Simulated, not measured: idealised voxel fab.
Name of the process module below: voxel quadruple lines
Cross-section cut spans 290 nm and uses square cells 5 nm in size.
Cross-section format: a grid of square cells, given as bands from top to bottom; each band is one or more rows of cells.
Heights first: top, then bottom, in nm. Then materials, left to right, each with a width in nm. "full width" on a single material: fills the band edge to edge. "blank": empty space.
Basically, 0 is our baseline, since under it the wafer straight out of the box is all one material. The bottom band has no lower end and keeps on going down, so it looks like "z 0 and below".
A two-number width, for instance "30 to 40", indicates that the width is equal to the first number in the top row of the band and to the second number in the bottom row, and that it changes by a constant amount per row of cells.
Take "nothing was modified" at face value: in the step it is given for, the cross-section changed in none of its cells.
So "Encapsulated voids" is basically the list of trapped voids: any empty space of 8 cells or more that can't reach the top through an opening. They're written width x height at distance, the distance being from the left edge, and it's all nm.
What comes after the settings on a step's line is commentary from the simulator itself on that step.
overlay nm: step with mask; distance mask lay right of planned place; negative value = left of planned place.

## Steps planned for the process
1 RECEIVE [material Si]
2 CONFORMAL_DEP [material SiO2] [thk nm 10]
3 DIRECTIONAL_DEP [material W] [thk nm 10]
4 DIRECTIONAL_DEP [material polySi] [thk nm 15]
5 DIRECTIONAL_DEP [material aC] [thk nm 25]
6 PATTERN [tone cover] [mask id MANDREL] [material resist] [width nm 30] [thk nm 30] [overlay nm 0]
7 DIRECTIONAL_ETCH [etch materials aC] [depth nm 25]
8 STRIP [etch materials resist]
9 CONFORMAL_DEP [material SiO2] [thk nm 10]
10 DIRECTIONAL_ETCH [etch materials SiO2] [depth nm 10]
11 STRIP [etch materials aC]
12 DIRECTIONAL_ETCH [etch materials polySi] [depth nm 15]
13 STRIP [etch materials SiO2]
14 CONFORMAL_DEP [material SiCN] [thk nm 10]
15 DIRECTIONAL_ETCH [etch materials SiCN] [depth nm 10]
16 STRIP [etch materials polySi]
17 DIRECTIONAL_ETCH [etch materials W] [depth nm 10]
18 STRIP [etch materials SiCN]

## First of the two wafers, run per plan

## Wafer as received: cross-section following step 1
z 0 and below: Si full width
Encapsulated voids: none

## State of the wafer after step 2, shown in cross-section
z 10 to 0: SiO2 full width
Nothing below the height 0 has changed.

## State of the wafer after step 3, shown in cross-section
z 20 to 10: W full width
Nothing below the height 10 has changed.

## State of the wafer after step 4, shown in cross-section
z 35 to 20: polySi full width
Nothing below the height 20 has changed.

## State of the wafer after step 5, shown in cross-section
z 60 to 35: aC full width
Nothing below the height 35 has changed.

## State of the wafer after step 6, shown in cross-section
z 90 to 60: blank 130 nm | resist 30 nm | blank 130 nm
Nothing below the height 60 has changed.

## State of the wafer after step 7, shown in cross-section
z 65 to 60: blank 130 nm | resist 30 nm | blank 130 nm
z 60 to 35: blank 130 nm | aC 30 nm | blank 130 nm
Nothing below the height 35 has changed.

## State of the wafer after step 8, shown in cross-section
z 60 to 35: blank 130 nm | aC 30 nm | blank 130 nm
Nothing below the height 35 has changed.

## State of the wafer after step 9, shown in cross-section
z 70 to 60: blank 120 nm | SiO2 50 nm | blank 120 nm
z 60 to 45: blank 120 nm | SiO2 10 nm | aC 30 nm | SiO2 10 nm | blank 120 nm
z 45 to 35: SiO2 130 nm | aC 30 nm | SiO2 130 nm
Nothing below the height 35 has changed.

## State of the wafer after step 10, shown in cross-section
z 60 to 35: blank 120 nm | SiO2 10 nm | aC 30 nm | SiO2 10 nm | blank 120 nm
Nothing below the height 35 has changed.

## State of the wafer after step 11, shown in cross-section
z 60 to 35: blank 120 nm | SiO2 10 nm | blank 30 nm | SiO2 10 nm | blank 120 nm
Nothing below the height 35 has changed.

## State of the wafer after step 12, shown in cross-section
z 60 to 35: blank 120 nm | SiO2 10 nm | blank 30 nm | SiO2 10 nm | blank 120 nm
z 35 to 20: blank 120 nm | polySi 10 nm | blank 30 nm | polySi 10 nm | blank 120 nm
Nothing below the height 20 has changed.

## State of the wafer after step 13, shown in cross-section
z 35 to 20: blank 120 nm | polySi 10 nm | blank 30 nm | polySi 10 nm | blank 120 nm
Nothing below the height 20 has changed.

## State of the wafer after step 14, shown in cross-section
z 45 to 35: blank 110 nm | SiCN 30 nm | blank 10 nm | SiCN 30 nm | blank 110 nm
z 35 to 30: blank 110 nm | SiCN 10 nm | polySi 10 nm | SiCN 10 nm | blank 10 nm | SiCN 10 nm | polySi 10 nm | SiCN 10 nm | blank 110 nm
z 30 to 20: SiCN 120 nm | polySi 10 nm | SiCN 30 nm | polySi 10 nm | SiCN 120 nm
Nothing below the height 20 has changed.

## State of the wafer after step 15, shown in cross-section
z 35 to 20: blank 110 nm | SiCN 10 nm | polySi 10 nm | SiCN 10 nm | blank 10 nm | SiCN 10 nm | polySi 10 nm | SiCN 10 nm | blank 110 nm
Nothing below the height 20 has changed.

## State of the wafer after step 16, shown in cross-section
z 35 to 20: blank 110 nm | SiCN 10 nm | blank 10 nm | SiCN 10 nm | blank 10 nm | SiCN 10 nm | blank 10 nm | SiCN 10 nm | blank 110 nm
Nothing below the height 20 has changed.

## State of the wafer after step 17, shown in cross-section
z 35 to 20: blank 110 nm | SiCN 10 nm | blank 10 nm | SiCN 10 nm | blank 10 nm | SiCN 10 nm | blank 10 nm | SiCN 10 nm | blank 110 nm
z 20 to 10: blank 110 nm | W 10 nm | blank 10 nm | W 10 nm | blank 10 nm | W 10 nm | blank 10 nm | W 10 nm | blank 110 nm
Nothing below the height 10 has changed.

## State of the wafer after step 18, shown in cross-section
z 20 to 10: blank 110 nm | W 10 nm | blank 10 nm | W 10 nm | blank 10 nm | W 10 nm | blank 10 nm | W 10 nm | blank 110 nm
Nothing below the height 10 has changed.

## Notes, second wafer: start = first wafer's, plan = first wafer's, execution had one mistake; history identical to first through step 13

## Second wafer, sectioned view, at step 14's planned end time
z 45 to 35: blank 110 nm | W 30 nm | blank 10 nm | W 30 nm | blank 110 nm
z 35 to 30: blank 110 nm | W 10 nm | polySi 10 nm | W 10 nm | blank 10 nm | W 10 nm | polySi 10 nm | W 10 nm | blank 110 nm
z 30 to 20: W 120 nm | polySi 10 nm | W 30 nm | polySi 10 nm | W 120 nm
Nothing below the height 20 has changed.

Second wafer, sectioned view, at step 15's planned end time: nothing was modified

Second wafer, sectioned view, at step 16's planned end time: nothing was modified

## Second wafer, sectioned view, at step 17's planned end time
z 35 to 20: blank 110 nm | W 10 nm | polySi 10 nm | W 10 nm | blank 10 nm | W 10 nm | polySi 10 nm | W 10 nm | blank 110 nm
Nothing below the height 20 has changed.

Second wafer, sectioned view, at step 18's planned end time: nothing was modified
Here's what went sideways: step 14 was run on a setting that differed from the plan, and what really ran there is CONFORMAL_DEP [material W] [thk nm 10]
In the final state, the cell counts of the second wafer exceed or fall short of those of the first for the following materials: W +124, polySi +12
